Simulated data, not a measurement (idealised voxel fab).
Process module under the name voxel capacitor over wiring
cross-section cut | 205 nm wide | cells 5 nm
The cross-sections in this document take the form of a grid made of square cells. They are written out as bands, in order from top to bottom. Each band consists of one or more rows of cells. Band: top and bottom heights (nm) first, top before bottom; then materials from left to right, widths in nm. "everywhere" marks a sole material filling the band edge to edge. "air" denotes empty space. Counting heights begins at 0, where everything beneath is, in the wafer as received, one material. The lowest band has no bottom; it goes on downwards, as "z 0 and below" shows. Quick explanation for "30..40": the width changes in equal steps down the rows of cells, from the first number in the band's top row to the second number in its bottom row. Reading "nothing different" for a step: not a cell of the cross-section changed in it. Entry "Enclosed void entries". Content: empty spaces with no open connection to the top, size 8 cells or greater. Each: width x height at distance. Distance: from left edge. Unit: nm. Anything after a step's settings on that line? It's the simulator's own note about the step. overlay nm, on a step with a mask: how far to the right of its planned place the mask lay; to the left if negative.

These are the steps we planned for the process:
1 RECEIVE: material Si
2 CONFORMAL_DEP: material SiO2, thk nm 10
3 CONFORMAL_DEP: material SiN, thk nm 5
4 DIRECTIONAL_DEP: material lowk, thk nm 20
5 DIRECTIONAL_DEP: material aC, thk nm 10
6 PATTERN: tone open, mask id METAL_1, material resist, width nm 20, pitch nm 70, thk nm 25, overlay nm 0
7 DIRECTIONAL_ETCH: etch materials aC, depth nm 10
8 STRIP: etch materials resist
9 DIRECTIONAL_ETCH: etch materials lowk, depth nm 20
10 DIRECTIONAL_ETCH: etch materials SiN, depth nm 5
11 STRIP: etch materials aC
12 CONFORMAL_DEP: material TiN, thk nm 5
13 FILL_DEP: material Cu, thk nm 10
14 CMP: height nm 35
15 CONFORMAL_DEP: material SiCN, thk nm 5
16 DIRECTIONAL_DEP: material SiO2, thk nm 15
17 DIRECTIONAL_DEP: material aC, thk nm 15
18 PATTERN: tone open, mask id PLUG_1, material resist, width nm 15, thk nm 30, overlay nm 0
19 DIRECTIONAL_ETCH: etch materials aC, depth nm 15
20 STRIP: etch materials resist
21 DIRECTIONAL_ETCH: etch materials SiO2, depth nm 15
22 DIRECTIONAL_ETCH: etch materials SiCN, depth nm 5
23 STRIP: etch materials aC
24 EPI: material Ru, thk nm 10
25 EPI: material Ru, thk nm 10
26 DIRECTIONAL_DEP: material TiN, thk nm 10
27 DIRECTIONAL_DEP: material SiN, thk nm 5
28 DIRECTIONAL_DEP: material TiN, thk nm 10
29 DIRECTIONAL_DEP: material aC, thk nm 15
30 PATTERN: tone cover, mask id UPPER_PLATE, material resist, width nm 55, thk nm 35, overlay nm 0
31 DIRECTIONAL_ETCH: etch materials aC, depth nm 15
32 STRIP: etch materials resist
33 DIRECTIONAL_ETCH: etch materials TiN, depth nm 10
34 DIRECTIONAL_ETCH: etch materials SiN, depth nm 5
35 STRIP: etch materials aC
36 MASKED_ETCH: tone cover, mask id LOWER_PLATE, width nm 65, etch materials TiN, depth nm 10, overlay nm 0
37 FILL_DEP: material SiO2, thk nm 20
38 CMP: height nm 95
39 MASKED_ETCH: tone open, mask id PLUG_2, width nm 15, etch materials SiO2, depth nm 15, overlay nm 0
40 CONFORMAL_DEP: material TiN, thk nm 5
41 FILL_DEP: material Cu, thk nm 5
42 CMP: height nm 95
43 CONFORMAL_DEP: material SiCN, thk nm 5

Cross-section of the wafer as it came to us, i.e., already through step 1:
* z 0 and below  Si everywhere
* Enclosed void entries: none

Run as planned - first of the two wafers cross-sectioned at the end of the module:
* z 100 to 95  SiCN everywhere
* z 95 to 85  SiO2: 70 / TiN: 5 / Cu: 5 / TiN: 5 / SiO2: 120
* z 85 to 80  SiO2: 70 / TiN: 15 / SiO2: 120
* z 80 to 70  SiO2: 60 / TiN: 55 / SiO2: 90
* z 70 to 65  SiO2: 60 / SiN: 55 / SiO2: 90
* z 65 to 55  SiO2: 55 / TiN: 65 / SiO2: 85
* z 55 to 40  SiO2: 60 / Ru: 15 / SiO2: 130
* z 40 to 35  SiCN: 60 / Ru: 15 / SiCN: 130
* z 35 to 15  lowk: 55 / TiN: 5 / Cu: 10 / TiN: 5 / lowk: 50 / TiN: 5 / Cu: 10 / TiN: 5 / lowk: 60
* z 15 to 10  SiN: 55 / TiN: 20 / SiN: 50 / TiN: 20 / SiN: 60
* z 10 to 0  SiO2 everywhere
* z 0 and below  Si everywhere
* Enclosed void entries: none

End-of-module cross-section of the second wafer: identical starting point and process plan to the first, with one processing mistake:
* z 100 to 95  SiCN everywhere
* z 95 to 85  SiO2: 70 / TiN: 5 / Cu: 5 / TiN: 5 / SiO2: 120
* z 85 to 80  SiO2: 70 / TiN: 15 / SiO2: 120
* z 80 to 70  SiO2: 60 / TiN: 55 / SiO2: 90
* z 70 to 65  SiO2: 60 / SiN: 55 / SiO2: 90
* z 65 to 55  SiO2: 55 / TiN: 65 / SiO2: 85
* z 55 to 40  SiO2: 60 / Ru: 15 / SiO2: 130
* z 40 to 35  SiCN: 60 / Ru: 15 / SiCN: 130
* z 35 to 30  TiN: 60 / Cu: 10 / TiN: 60 / Cu: 10 / TiN: 65
* z 30 to 10  lowk: 55 / TiN: 5 / Cu: 10 / TiN: 5 / lowk: 50 / TiN: 5 / Cu: 10 / TiN: 5 / lowk: 60
* z 10 to 5  SiN: 55 / TiN: 20 / SiN: 50 / TiN: 20 / SiN: 60
* z 5 to 0  SiO2 everywhere
* z 0 and below  Si everywhere
* Enclosed void entries: none
What was done differently from what was planned? step 2 ran differently from the plan; actual operation with settings: CONFORMAL_DEP: material SiO2, thk nm 5
FYI, end of process, the second wafer has more or fewer cells of some materials than the first: Cu +4 | SiO2 -41 | TiN +37
